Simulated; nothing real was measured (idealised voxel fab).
Process module in this document: voxel transistor to metal
cross-section cut | 150 nm wide | cells 5 nm
Square cells in a grid make up a cross-section in this document, and the grid is given as bands, listed from the top down, each one or more rows of cells. For a band, the entry starts with two heights in nm, that of the top and then that of the bottom, and carries on with the band's materials in order from left to right, each alongside its width in nm; the word "everywhere" beside a single material means it fills the band edge to edge, and "blank" means empty space. All heights in this document are referenced to 0, defined as the level beneath which the wafer, as received, consists entirely of one material. The lowest band is not bounded below; it extends indefinitely downward and is written in the form "0 -> down". When a width is written as two numbers, as in "30 to 40", the first number is the width in the top row of cells of the band and the second is the width in its bottom row, and the width changes by the same amount from each row to the next. Key: "no change occurred" - step with no changed cell in the cross-section. Under "Voids, fully enclosed" you'll find the enclosed gaps, the ones with no way out to the top, that are 8 cells or bigger; each reads width x height at distance, with distance counted from the left edge, everything in nm. Post-settings text on a step line: simulator's own remark regarding the step. Among the settings permitted on a step's line is "overlay nm"; applied to a step with a mask, it specifies the extent to which the mask lay to the right of its planned position, whereas a negative figure signifies a position to the left.
[The steps planned for the process are as follows]
- 1: op RECEIVE | material Si
- 2: op OXIDIZE | depth nm 5
- 3: op CONFORMAL_DEP | material SiN | thk nm 10
- 4: op MASKED_ETCH | tone cover | mask id ACTIVE | width nm 105 | etch materials SiN | depth nm 10 | overlay nm 0
- 5: op MASKED_ETCH | tone cover | mask id ACTIVE | width nm 105 | etch materials SiO2 | depth nm 5 | overlay nm 0
- 6: op MASKED_ETCH | tone cover | mask id ACTIVE | width nm 105 | etch materials Si | depth nm 25 | overlay nm 0
- 7: op FILL_DEP | material SiO2 | thk nm 15
- 8: op CMP | height nm 10
- 9: op SELECTIVE_ETCH | etch materials SiO2 | depth nm 10
- 10: op STRIP | etch materials SiN
- 11: op SELECTIVE_ETCH | etch materials SiO2 | depth nm 5
- 12: op OXIDIZE | depth nm 5
- 13: op DIRECTIONAL_DEP | material polySi | thk nm 20
- 14: op DIRECTIONAL_DEP | material SiCN | thk nm 10
- 15: op PATTERN | tone cover | mask id GATE | material resist | width nm 15 | thk nm 15 | overlay nm 0
- 16: op DIRECTIONAL_ETCH | etch materials SiCN | depth nm 20
- 17: op DIRECTIONAL_ETCH | etch materials polySi | depth nm 30
- 18: op STRIP | etch materials resist
- 19: op CONFORMAL_DEP | material SiO2 | thk nm 5
- 20: op DIRECTIONAL_ETCH | etch materials SiO2 | depth nm 5
- 21: op CONFORMAL_DEP | material SiN | thk nm 10
- 22: op DIRECTIONAL_ETCH | etch materials SiN | depth nm 10
- 23: op DIRECTIONAL_ETCH | etch materials SiO2 | depth nm 5
- 24: op DIRECTIONAL_ETCH | etch materials Si | depth nm 5
- 25: op EPI | material SiGe | thk nm 5
- 26: op FILL_DEP | material SiO2 | thk nm 5
- 27: op CMP | height nm 25
- 28: op DIRECTIONAL_DEP | material SiO2 | thk nm 10
- 29: op DIRECTIONAL_DEP | material aC | thk nm 15
- 30: op PATTERN | tone open | mask id CONTACT | material resist | width nm 30 | pitch nm 55 | thk nm 35 | overlay nm 0
- 31: op DIRECTIONAL_ETCH | etch materials aC | depth nm 15
- 32: op STRIP | etch materials resist
- 33: op DIRECTIONAL_ETCH | etch materials SiO2 | depth nm 45
- 34: op STRIP | etch materials aC
- 35: op CONFORMAL_DEP | material TiN | thk nm 5
- 36: op FILL_DEP | material W | thk nm 5
- 37: op CMP | height nm 35
- 38: op DIRECTIONAL_DEP | material TiN | thk nm 5
- 39: op DIRECTIONAL_DEP | material Ru | thk nm 15
- 40: op PATTERN | tone cover | mask id METAL_1 | material resist | width nm 15 | pitch nm 70 | thk nm 20 | overlay nm 0
- 41: op DIRECTIONAL_ETCH | etch materials Ru | depth nm 15
- 42: op DIRECTIONAL_ETCH | etch materials TiN | depth nm 5
- 43: op STRIP | etch materials resist
- 44: op CONFORMAL_DEP | material SiCN | thk nm 5
- 45: op FILL_DEP | material lowk | thk nm 10
- 46: op CMP | height nm 55
- 47: op CONFORMAL_DEP | material SiCN | thk nm 5
- 48: op DIRECTIONAL_DEP | material SiO2 | thk nm 35
- 49: op PATTERN | tone open | mask id METAL_2 | material resist | width nm 15 | pitch nm 70 | thk nm 20 | overlay nm 0
- 50: op DIRECTIONAL_ETCH | etch materials SiO2 | depth nm 20
- 51: op STRIP | etch materials resist
- 52: op DIRECTIONAL_DEP | material aC | thk nm 10
- 53: op PATTERN | tone open | mask id METAL_2_HOLES | material resist | width nm 15 | pitch nm 70 | thk nm 30 | overlay nm 0
- 54: op DIRECTIONAL_ETCH | etch materials aC | depth nm 10
- 55: op STRIP | etch materials resist
- 56: op DIRECTIONAL_ETCH | etch materials SiO2 | depth nm 15
- 57: op DIRECTIONAL_ETCH | etch materials SiCN | depth nm 5
- 58: op STRIP | etch materials aC
- 59: op CONFORMAL_DEP | material TiN | thk nm 5
- 60: op FILL_DEP | material Cu | thk nm 5
- 61: op CMP | height nm 95
- 62: op CONFORMAL_DEP | material SiCN | thk nm 5
[as received, after step 1]
  0 -> down: Si everywhere
  Voids, fully enclosed: none
[End-of-module XS, first of two wafers, run as planned]
  100 -> 95: SiCN everywhere
  95 -> 60: 30 nm SiO2; 5 nm TiN; 5 nm Cu; 5 nm TiN; 55 nm SiO2; 5 nm TiN; 5 nm Cu; 5 nm TiN; 35 nm SiO2
  60 -> 55: 30 nm SiCN; 15 nm TiN; 55 nm SiCN; 15 nm TiN; 35 nm SiCN
  55 -> 40: 25 nm lowk; 5 nm SiCN; 15 nm Ru; 5 nm SiCN; 45 nm lowk; 5 nm SiCN; 15 nm Ru; 5 nm SiCN; 30 nm lowk
  40 -> 35: 30 nm SiCN; 15 nm TiN; 55 nm SiCN; 15 nm TiN; 35 nm SiCN
  35 -> 25: 30 nm SiO2; 5 nm TiN; 20 to 10 nm W; 5 to 15 nm TiN; 25 nm SiO2; 5 to 15 nm TiN; 20 to 10 nm W; 5 nm TiN; 35 nm SiO2
  25 -> 15: 30 nm SiO2; 5 nm TiN; 10 nm W; 5 nm TiN; 10 nm SiN; 5 nm SiO2; 15 nm SiCN; 5 nm SiO2; 10 nm SiN; 5 nm TiN; 10 nm W; 5 nm TiN; 35 nm SiO2
  15 -> 0: 30 nm SiO2; 5 nm TiN; 10 nm W; 5 nm TiN; 10 nm SiN; 5 nm SiO2; 15 nm polySi; 5 nm SiO2; 10 nm SiN; 5 nm TiN; 10 nm W; 5 nm TiN; 35 nm SiO2
  0 -> -5: 30 nm SiO2; 5 nm TiN; 5 nm W; 10 nm TiN; 10 nm SiN; 5 nm SiO2; 15 nm polySi; 5 nm SiO2; 10 nm SiN; 10 nm TiN; 5 nm W; 5 nm TiN; 35 nm SiO2
  -5 -> -10: 30 nm SiO2; 15 nm TiN; 5 nm SiGe; 45 nm SiO2; 5 nm SiGe; 15 nm TiN; 35 nm SiO2
  -10 -> -15: 20 nm SiO2; 30 nm SiGe; 45 nm Si; 30 nm SiGe; 25 nm SiO2
  -15 -> -30: 20 nm SiO2; 105 nm Si; 25 nm SiO2
  -30 -> down: Si everywhere
  Voids, fully enclosed: none
[Cross-section, second wafer: same start as the first, same plan as the first, one mistake in running it; taken at the end of the module]
  100 -> 95: SiCN everywhere
  95 -> 60: 30 nm SiO2; 5 nm TiN; 5 nm Cu; 5 nm TiN; 55 nm SiO2; 5 nm TiN; 5 nm Cu; 5 nm TiN; 35 nm SiO2
  60 -> 55: 30 nm SiCN; 15 nm TiN; 55 nm SiCN; 15 nm TiN; 35 nm SiCN
  55 -> 40: 25 nm lowk; 5 nm SiCN; 15 nm Ru; 5 nm SiCN; 45 nm lowk; 5 nm SiCN; 15 nm Ru; 5 nm SiCN; 30 nm lowk
  40 -> 35: 30 nm SiCN; 15 nm TiN; 55 nm SiCN; 15 nm TiN; 35 nm SiCN
  35 -> 25: 30 nm SiO2; 5 nm TiN; 20 to 10 nm W; 5 to 15 nm TiN; 25 nm SiO2; 5 to 15 nm TiN; 20 to 10 nm W; 5 nm TiN; 35 nm SiO2
  25 -> 15: 30 nm SiO2; 5 nm TiN; 10 nm W; 5 nm TiN; 10 nm SiN; 5 nm SiO2; 15 nm SiCN; 5 nm SiO2; 10 nm SiN; 5 nm TiN; 10 nm W; 5 nm TiN; 35 nm SiO2
  15 -> 0: 30 nm SiO2; 5 nm TiN; 10 nm W; 5 nm TiN; 10 nm SiN; 5 nm SiO2; 15 nm polySi; 5 nm SiO2; 10 nm SiN; 5 nm TiN; 10 nm W; 5 nm TiN; 35 nm SiO2
  0 -> -5: 30 nm SiO2; 5 nm TiN; 5 nm W; 10 nm TiN; 10 nm SiN; 5 nm SiO2; 15 nm polySi; 5 nm SiO2; 10 nm SiN; 10 nm TiN; 5 nm W; 5 nm TiN; 35 nm SiO2
  -5 -> -10: 30 nm SiO2; 15 nm TiN; 5 nm SiGe; 45 nm SiO2; 5 nm SiGe; 15 nm TiN; 35 nm SiO2
  -10 -> -15: 20 nm SiO2; 30 nm SiGe; 45 nm Si; 30 nm SiGe; 25 nm SiO2
  -15 -> -55: 20 nm SiO2; 105 nm Si; 25 nm SiO2
  -55 -> down: Si everywhere
  Voids, fully enclosed: none
Deviation from plan: execution of plan step 6 occurred twice
Final cells, second wafer relative to first, materials higher or lower: Si: 45 fewer; SiO2: 45 more
